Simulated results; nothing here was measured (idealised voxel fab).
Process module under the name voxel self aligned contacts
This is section cut - it's 300 nm across, gridded in 5 nm square cells.
A cross-section is written here as square cells arranged in a grid, and it is given in bands from the top down, each band taking up one or more rows of cells. This entry defines a band. It first specifies the height of the band's top and the height of its bottom in nm, and then specifies the band's materials from left to right, stating each material with its width in nm. The word "edge to edge" identifies a single material that fills the band from edge to edge, while the word "air" identifies empty space. Heights are measured from 0, the level below which the as-received wafer is all one material; the lowest band has no bottom and continues downward, written as in "0 nm and below". With a width like "30->40", each row of cells in the band differs from the next by the same amount, the top row carrying the first number and the bottom row the second. Given "nothing altered" for a step, no cell of the cross-section differs between before and after that step. The label "Sealed internal voids" introduces a list of the empty spaces, 8 cells or larger, that have no open way up to the top; each entry in it reads width x height at distance, where the distance is taken from the left edge and all three are stated in nm. That trailing text on a step's line, after the settings, is the simulator's own remark on the step. Regarding "overlay nm": on a step with a mask, it is the distance the mask lay to the right of its planned place; a negative value places it to the left.
[The steps planned for the process are as follows]
- 1: RECEIVE,material Si
- 2: OXIDIZE,depth nm 5
- 3: DIRECTIONAL_DEP,material polySi,thk nm 30
- 4: DIRECTIONAL_DEP,material SiN,thk nm 20
- 5: DIRECTIONAL_DEP,material aC,thk nm 15
- 6: PATTERN,tone cover,mask id GATE,material resist,width nm 35,pitch nm 80,thk nm 35,overlay nm 0
- 7: DIRECTIONAL_ETCH,etch materials aC,depth nm 15
- 8: STRIP,etch materials resist
- 9: DIRECTIONAL_ETCH,etch materials SiN,depth nm 20
- 10: DIRECTIONAL_ETCH,etch materials polySi,depth nm 30
- 11: STRIP,etch materials aC
- 12: CONFORMAL_DEP,material SiN,thk nm 10
- 13: DIRECTIONAL_ETCH,etch materials SiN,depth nm 10
- 14: FILL_DEP,material SiO2,thk nm 20
- 15: CMP,height nm 60
- 16: PATTERN,tone open,mask id CONTACT,material resist,width nm 55,thk nm 15,overlay nm 0
- 17: DIRECTIONAL_ETCH,etch materials SiO2,depth nm 65
- 18: STRIP,etch materials resist
- 19: CONFORMAL_DEP,material TiN,thk nm 5
- 20: FILL_DEP,material W,thk nm 5
- 21: CMP,height nm 60
- 22: CONFORMAL_DEP,material SiN,thk nm 5
For clarity, it should be stated that the wafers under discussion commence in an identical condition and differ with respect to the width nm of step 16, the plan indicating the value that the first wafer had.
[The first of several wafers in cross-section, exactly as it reached us after step 1]
- 0 nm and below: Si edge to edge
- Sealed internal voids: none
[End-of-module cross-section, first of several wafers, after last step 22]
- 65 nm to 60 nm: SiN edge to edge
- 60 nm to 50 nm: SiO2 120 nm  TiN 5->20 nm  W 45->15 nm  TiN 5->20 nm  SiO2 125 nm
- 50 nm to 30 nm: SiO2 80 nm  SiN 55 nm  TiN 5 nm  W 15 nm  TiN 5 nm  SiN 55 nm  SiO2 85 nm
- 30 nm to 0 nm: SiO2 80 nm  SiN 10 nm  polySi 35 nm  SiN 10 nm  TiN 5 nm  W 15 nm  TiN 5 nm  SiN 10 nm  polySi 35 nm  SiN 10 nm  SiO2 85 nm
- 0 nm to -5 nm: SiO2 135 nm  TiN 25 nm  SiO2 140 nm
- -5 nm and below: Si edge to edge
- Sealed internal voids: none
[Of the several wafers, the last: cross-section at the end of the module]
- 65 nm to 60 nm: SiN edge to edge
- 60 nm to 50 nm: SiO2 110 nm  TiN 5->30 nm  W 70->15 nm  TiN 5->35 nm  SiO2 110 nm
- 50 nm to 30 nm: SiO2 80 nm  SiN 55 nm  TiN 5 nm  W 15 nm  TiN 5 nm  SiN 55 nm  SiO2 85 nm
- 30 nm to 0 nm: SiO2 80 nm  SiN 10 nm  polySi 35 nm  SiN 10 nm  TiN 5 nm  W 15 nm  TiN 5 nm  SiN 10 nm  polySi 35 nm  SiN 10 nm  SiO2 85 nm
- 0 nm to -5 nm: SiO2 135 nm  TiN 25 nm  SiO2 140 nm
- -5 nm and below: Si edge to edge
- Sealed internal voids: none
[Per wafer, end of module: cells gained (+) or lost (-) per material since receipt, then closed voids]
width nm 55 | -60 Si | +196 SiN | +483 SiO2 | +35 TiN | +42 W | +84 polySi | Sealed internal voids: none
width nm 60 | -60 Si | +196 SiN | +481 SiO2 | +36 TiN | +43 W | +84 polySi | Sealed internal voids: none
width nm 65 | -60 Si | +196 SiN | +479 SiO2 | +37 TiN | +44 W | +84 polySi | Sealed internal voids: none
width nm 70 | -60 Si | +196 SiN | +477 SiO2 | +38 TiN | +45 W | +84 polySi | Sealed internal voids: none
width nm 75 | -60 Si | +196 SiN | +475 SiO2 | +39 TiN | +46 W | +84 polySi | Sealed internal voids: none
width nm 80 | -60 Si | +196 SiN | +473 SiO2 | +40 TiN | +47 W | +84 polySi | Sealed internal voids: none
